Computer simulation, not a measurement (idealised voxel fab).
process module | voxel air gaps
cross-section cut | 260 nm wide | cells 5 nm
A cross-section is a grid of square cells, given in bands from the top down. A band is one or more rows of cells.
Each band's line starts with the height of the band's top and of its bottom, in nm. Then come its materials from left to right, each with its width in nm. One material with "throughout" fills the band from edge to edge. "air" is empty space.
Height 0 is the level under which the wafer as received is all one material. The lowest band goes on downwards, as in "0 down".
A width such as "30 to 40" changes by the same amount from each row of cells to the next, from the band's top row to its bottom row.
"no change" after a step means that no cell of the cross-section changed.
closed voids: empty space of 8 cells or more with no open way to the top, each as width x height at its distance from the left edge, in nm
after a step's settings: what the simulator itself notes on the step
overlay nm, on a step with a mask: how far to the right of its planned place the mask lay; to the left if negative
plan
1 op RECEIVE | material Si
2 op CONFORMAL_DEP | material SiO2 | thk nm 10
3 op CONFORMAL_DEP | material SiCN | thk nm 5
4 op DIRECTIONAL_DEP | material lowk | thk nm 40
5 op DIRECTIONAL_DEP | material aC | thk nm 15
6 op PATTERN | tone open | mask id LINES | material resist | width nm 25 | pitch nm 50 | thk nm 35 | overlay nm 0
7 op DIRECTIONAL_ETCH | etch materials aC | depth nm 15
8 op STRIP | etch materials resist
9 op DIRECTIONAL_ETCH | etch materials lowk | depth nm 40
10 op STRIP | etch materials aC
11 op CONFORMAL_DEP | material TiN | thk nm 5
12 op FILL_DEP | material W | thk nm 5
13 op CMP | height nm 55
14 op EPI | material Ru | thk nm 10
15 op SELECTIVE_ETCH | etch materials lowk | depth nm 50
16 op CONFORMAL_DEP | material SiCN | thk nm 5
first wafer, as planned
as received, after step 1
  0 down: Si throughout
  closed voids: none
after step 2
  10 to 0: SiO2 throughout
  below 0: unchanged
after step 3
  15 to 10: SiCN throughout
  below 10: unchanged
after step 4
  55 to 15: lowk throughout
  below 15: unchanged
after step 5
  70 to 55: aC throughout
  below 55: unchanged
after step 6
  105 to 70: resist 40 | air 25 | resist 25 | air 25 | resist 25 | air 25 | resist 25 | air 25 | resist 45
  below 70: unchanged
after step 7
  90 to 70: resist 40 | air 25 | resist 25 | air 25 | resist 25 | air 25 | resist 25 | air 25 | resist 45
  70 to 55: aC 40 | air 25 | aC 25 | air 25 | aC 25 | air 25 | aC 25 | air 25 | aC 45
  below 55: unchanged
after step 8
  70 to 55: aC 40 | air 25 | aC 25 | air 25 | aC 25 | air 25 | aC 25 | air 25 | aC 45
  below 55: unchanged
after step 9
  70 to 55: aC 40 | air 25 | aC 25 | air 25 | aC 25 | air 25 | aC 25 | air 25 | aC 45
  55 to 15: lowk 40 | air 25 | lowk 25 | air 25 | lowk 25 | air 25 | lowk 25 | air 25 | lowk 45
  below 15: unchanged
after step 10
  55 to 15: lowk 40 | air 25 | lowk 25 | air 25 | lowk 25 | air 25 | lowk 25 | air 25 | lowk 45
  below 15: unchanged
after step 11
  60 to 55: TiN 45 | air 15 | TiN 35 | air 15 | TiN 35 | air 15 | TiN 35 | air 15 | TiN 50
  55 to 20: lowk 40 | TiN 5 | air 15 | TiN 5 | lowk 25 | TiN 5 | air 15 | TiN 5 | lowk 25 | TiN 5 | air 15 | TiN 5 | lowk 25 | TiN 5 | air 15 | TiN 5 | lowk 45
  20 to 15: lowk 40 | TiN 25 | lowk 25 | TiN 25 | lowk 25 | TiN 25 | lowk 25 | TiN 25 | lowk 45
  below 15: unchanged
after step 12
  65 to 60: W throughout
  60 to 55: TiN 45 | W 15 | TiN 35 | W 15 | TiN 35 | W 15 | TiN 35 | W 15 | TiN 50
  55 to 20: lowk 40 | TiN 5 | W 15 | TiN 5 | lowk 25 | TiN 5 | W 15 | TiN 5 | lowk 25 | TiN 5 | W 15 | TiN 5 | lowk 25 | TiN 5 | W 15 | TiN 5 | lowk 45
  below 20: unchanged
after step 13
  55 to 20: lowk 40 | TiN 5 | W 15 | TiN 5 | lowk 25 | TiN 5 | W 15 | TiN 5 | lowk 25 | TiN 5 | W 15 | TiN 5 | lowk 25 | TiN 5 | W 15 | TiN 5 | lowk 45
  below 20: unchanged
after step 14
  65 to 55: air 30 | Ru 45 | air 5 | Ru 45 | air 5 | Ru 45 | air 5 | Ru 45 | air 35
  below 55: unchanged
after step 15
  65 to 55: air 30 | Ru 45 | air 5 | Ru 45 | air 5 | Ru 45 | air 5 | Ru 45 | air 35
  55 to 20: air 40 | TiN 5 | W 15 | TiN 5 | air 25 | TiN 5 | W 15 | TiN 5 | air 25 | TiN 5 | W 15 | TiN 5 | air 25 | TiN 5 | W 15 | TiN 5 | air 45
  20 to 15: air 40 | TiN 25 | air 25 | TiN 25 | air 25 | TiN 25 | air 25 | TiN 25 | air 45
  below 15: unchanged
after step 16
  70 to 65: air 25 | SiCN 205 | air 30
  65 to 55: air 25 | SiCN 5 | Ru 45 | SiCN 5 | Ru 45 | SiCN 5 | Ru 45 | SiCN 5 | Ru 45 | SiCN 5 | air 30
  55 to 50: air 25 | SiCN 15 | TiN 5 | W 15 | TiN 5 | SiCN 25 | TiN 5 | W 15 | TiN 5 | SiCN 25 | TiN 5 | W 15 | TiN 5 | SiCN 25 | TiN 5 | W 15 | TiN 5 | SiCN 15 | air 30
  50 to 20: air 35 | SiCN 5 | TiN 5 | W 15 | TiN 5 | SiCN 5 | air 15 | SiCN 5 | TiN 5 | W 15 | TiN 5 | SiCN 5 | air 15 | SiCN 5 | TiN 5 | W 15 | TiN 5 | SiCN 5 | air 15 | SiCN 5 | TiN 5 | W 15 | TiN 5 | SiCN 5 | air 40
  20 to 15: SiCN 40 | TiN 25 | SiCN 25 | TiN 25 | SiCN 25 | TiN 25 | SiCN 25 | TiN 25 | SiCN 45
  below 15: unchanged
  closed voids: 15 x 30 at 70; 15 x 30 at 120; 15 x 30 at 170
second wafer: like start, like plan, one mistake. Through step 1 it matches the first wafer
when step 2 should have ended
  5 to 0: SiCN throughout
  below 0: unchanged
when step 3 should have ended
  15 to 5: SiO2 throughout
  below 5: unchanged
when step 4 should have ended
  55 to 15: lowk throughout
  below 15: unchanged
when step 5 should have ended
  70 to 55: aC throughout
  below 55: unchanged
when step 6 should have ended
  105 to 70: resist 40 | air 25 | resist 25 | air 25 | resist 25 | air 25 | resist 25 | air 25 | resist 45
  below 70: unchanged
when step 7 should have ended
  90 to 70: resist 40 | air 25 | resist 25 | air 25 | resist 25 | air 25 | resist 25 | air 25 | resist 45
  70 to 55: aC 40 | air 25 | aC 25 | air 25 | aC 25 | air 25 | aC 25 | air 25 | aC 45
  below 55: unchanged
when step 8 should have ended
  70 to 55: aC 40 | air 25 | aC 25 | air 25 | aC 25 | air 25 | aC 25 | air 25 | aC 45
  below 55: unchanged
when step 9 should have ended
  70 to 55: aC 40 | air 25 | aC 25 | air 25 | aC 25 | air 25 | aC 25 | air 25 | aC 45
  55 to 15: lowk 40 | air 25 | lowk 25 | air 25 | lowk 25 | air 25 | lowk 25 | air 25 | lowk 45
  below 15: unchanged
when step 10 should have ended
  55 to 15: lowk 40 | air 25 | lowk 25 | air 25 | lowk 25 | air 25 | lowk 25 | air 25 | lowk 45
  below 15: unchanged
when step 11 should have ended
  60 to 55: TiN 45 | air 15 | TiN 35 | air 15 | TiN 35 | air 15 | TiN 35 | air 15 | TiN 50
  55 to 20: lowk 40 | TiN 5 | air 15 | TiN 5 | lowk 25 | TiN 5 | air 15 | TiN 5 | lowk 25 | TiN 5 | air 15 | TiN 5 | lowk 25 | TiN 5 | air 15 | TiN 5 | lowk 45
  20 to 15: lowk 40 | TiN 25 | lowk 25 | TiN 25 | lowk 25 | TiN 25 | lowk 25 | TiN 25 | lowk 45
  below 15: unchanged
when step 12 should have ended
  65 to 60: W throughout
  60 to 55: TiN 45 | W 15 | TiN 35 | W 15 | TiN 35 | W 15 | TiN 35 | W 15 | TiN 50
  55 to 20: lowk 40 | TiN 5 | W 15 | TiN 5 | lowk 25 | TiN 5 | W 15 | TiN 5 | lowk 25 | TiN 5 | W 15 | TiN 5 | lowk 25 | TiN 5 | W 15 | TiN 5 | lowk 45
  below 20: unchanged
when step 13 should have ended
  55 to 20: lowk 40 | TiN 5 | W 15 | TiN 5 | lowk 25 | TiN 5 | W 15 | TiN 5 | lowk 25 | TiN 5 | W 15 | TiN 5 | lowk 25 | TiN 5 | W 15 | TiN 5 | lowk 45
  below 20: unchanged
when step 14 should have ended
  65 to 55: air 30 | Ru 45 | air 5 | Ru 45 | air 5 | Ru 45 | air 5 | Ru 45 | air 35
  below 55: unchanged
when step 15 should have ended
  65 to 55: air 30 | Ru 45 | air 5 | Ru 45 | air 5 | Ru 45 | air 5 | Ru 45 | air 35
  55 to 20: air 40 | TiN 5 | W 15 | TiN 5 | air 25 | TiN 5 | W 15 | TiN 5 | air 25 | TiN 5 | W 15 | TiN 5 | air 25 | TiN 5 | W 15 | TiN 5 | air 45
  20 to 15: air 40 | TiN 25 | air 25 | TiN 25 | air 25 | TiN 25 | air 25 | TiN 25 | air 45
  below 15: unchanged
when step 16 should have ended
  70 to 65: air 25 | SiCN 205 | air 30
  65 to 55: air 25 | SiCN 5 | Ru 45 | SiCN 5 | Ru 45 | SiCN 5 | Ru 45 | SiCN 5 | Ru 45 | SiCN 5 | air 30
  55 to 50: air 25 | SiCN 15 | TiN 5 | W 15 | TiN 5 | SiCN 25 | TiN 5 | W 15 | TiN 5 | SiCN 25 | TiN 5 | W 15 | TiN 5 | SiCN 25 | TiN 5 | W 15 | TiN 5 | SiCN 15 | air 30
  50 to 20: air 35 | SiCN 5 | TiN 5 | W 15 | TiN 5 | SiCN 5 | air 15 | SiCN 5 | TiN 5 | W 15 | TiN 5 | SiCN 5 | air 15 | SiCN 5 | TiN 5 | W 15 | TiN 5 | SiCN 5 | air 15 | SiCN 5 | TiN 5 | W 15 | TiN 5 | SiCN 5 | air 40
  20 to 15: SiCN 40 | TiN 25 | SiCN 25 | TiN 25 | SiCN 25 | TiN 25 | SiCN 25 | TiN 25 | SiCN 45
  below 15: unchanged
  closed voids: 15 x 30 at 70; 15 x 30 at 120; 15 x 30 at 170
what went wrong: steps 2 and 3 were swapped
at the end the second wafer has, in cells: as many of each material as the first, in other places
